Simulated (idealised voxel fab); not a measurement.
Name of the process module below: voxel gate over fins
The figure presents cross-section cut, which has a width of 175 nm and is divided into square cells with an edge length of 5 nm.
Cross-section spec: square-cell grid; bands listed top down; each band is one or more rows.
The entry gives the band's vertical extent as a top height and a bottom height in nm, then its horizontal make-up as materials from left to right, each with a width in nm. "blank" stands for empty space; a single material marked "throughout" fills the band edge to edge.
It should be noted that heights are counted from 0, beneath which the wafer as supplied is of one material throughout, and that the lowest band possesses no lower boundary but continues downward, as written in "from 0 down".
A width such as "30 to 40" changes by the same amount from each row of cells to the next, from the band's top row to its bottom row.
Step note "identical to before" = no cross-section cell changed.
Closed empty spaces (no open way to the top) of 8 cells or more are what "Closed internal voids" lists, each as width x height at distance from the left edge, nm for all three.
Anything after a step's settings on that line? It's the simulator's own note about the step.
overlay nm: on a step with a mask, how far right of its planned place the mask lay; negative means left.
# Set out below are the planned steps of the process
1) RECEIVE, material Si
2) CONFORMAL_DEP, material SiN, thk nm 10
3) MASKED_ETCH, tone cover, mask id FINS, width nm 15, pitch nm 45, etch materials SiN, depth nm 10, overlay nm 0
4) MASKED_ETCH, tone cover, mask id FINS, width nm 15, pitch nm 45, etch materials Si, depth nm 30, overlay nm 0
5) OXIDIZE, depth nm 5
6) FILL_DEP, material SiO2, thk nm 5
7) CMP, height nm 10
8) SELECTIVE_ETCH, etch materials SiO2, depth nm 20
9) STRIP, etch materials SiN
10) CONFORMAL_DEP, material HfO2, thk nm 5
11) CONFORMAL_DEP, material TiN, thk nm 5
12) CONFORMAL_DEP, material TiAl, thk nm 5
13) CONFORMAL_DEP, material TiN, thk nm 5
14) FILL_DEP, material W, thk nm 10
15) CMP, height nm 25
16) CONFORMAL_DEP, material SiCN, thk nm 5
# So this is the incoming wafer in cross-section - it's already been through step 1
* from 0 down: Si throughout
* Closed internal voids: none
# Here's the cross-section of the first of our two wafers at the end of the module - it ran as planned
* from 30 to 25: SiCN throughout
* from 25 to 20: W throughout
* from 20 to 15: W (20)  TiN (135)  W (20)
* from 15 to 10: W (20)  TiN (5)  TiAl (35)  TiN (10)  TiAl (35)  TiN (10)  TiAl (35)  TiN (5)  W (20)
* from 10 to 5: TiN (25)  TiAl (5)  TiN (25)  TiAl (5)  TiN (10)  TiAl (5)  TiN (25)  TiAl (5)  TiN (10)  TiAl (5)  TiN (25)  TiAl (5)  TiN (25)
* from 5 to 0: TiAl (30)  TiN (5)  HfO2 (15)  TiN (5)  TiAl (20)  TiN (5)  HfO2 (15)  TiN (5)  TiAl (20)  TiN (5)  HfO2 (15)  TiN (5)  TiAl (30)
* from 0 to -5: TiN (35)  HfO2 (5)  Si (5)  HfO2 (5)  TiN (30)  HfO2 (5)  Si (5)  HfO2 (5)  TiN (30)  HfO2 (5)  Si (5)  HfO2 (5)  TiN (35)
* from -5 to -10: HfO2 (40)  Si (5)  HfO2 (40)  Si (5)  HfO2 (40)  Si (5)  HfO2 (40)
* from -10 to -35: SiO2 (40)  Si (5)  SiO2 (40)  Si (5)  SiO2 (40)  Si (5)  SiO2 (40)
* from -35 down: Si throughout
* Closed internal voids: none
# Wafer two (of two), end-of-module cross-section: start = wafer one, plan = wafer one, one run mistake
* from 30 to 25: SiCN throughout
* from 25 to 15: W throughout
* from 15 to 10: W (25)  TiN (35)  W (10)  TiN (35)  W (10)  TiN (35)  W (25)
* from 10 to 5: W (25)  TiN (5)  TiAl (25)  TiN (5)  W (10)  TiN (5)  TiAl (25)  TiN (5)  W (10)  TiN (5)  TiAl (25)  TiN (5)  W (25)
* from 5 to 0: TiN (30)  TiAl (5)  TiN (15)  TiAl (5)  TiN (20)  TiAl (5)  TiN (15)  TiAl (5)  TiN (20)  TiAl (5)  TiN (15)  TiAl (5)  TiN (30)
* from 0 to -5: TiAl (35)  TiN (5)  Si (5)  TiN (5)  TiAl (30)  TiN (5)  Si (5)  TiN (5)  TiAl (30)  TiN (5)  Si (5)  TiN (5)  TiAl (35)
* from -5 to -10: TiN (40)  Si (5)  TiN (40)  Si (5)  TiN (40)  Si (5)  TiN (40)
* from -10 to -35: SiO2 (40)  Si (5)  SiO2 (40)  Si (5)  SiO2 (40)  Si (5)  SiO2 (40)
* from -35 down: Si throughout
* Closed internal voids: none
Processing error: plan step 10 skipped
Bottom line after processing is that, in cells, the second wafer is up or down on some materials versus the first: 47 fewer of HfO2, 47 more of W
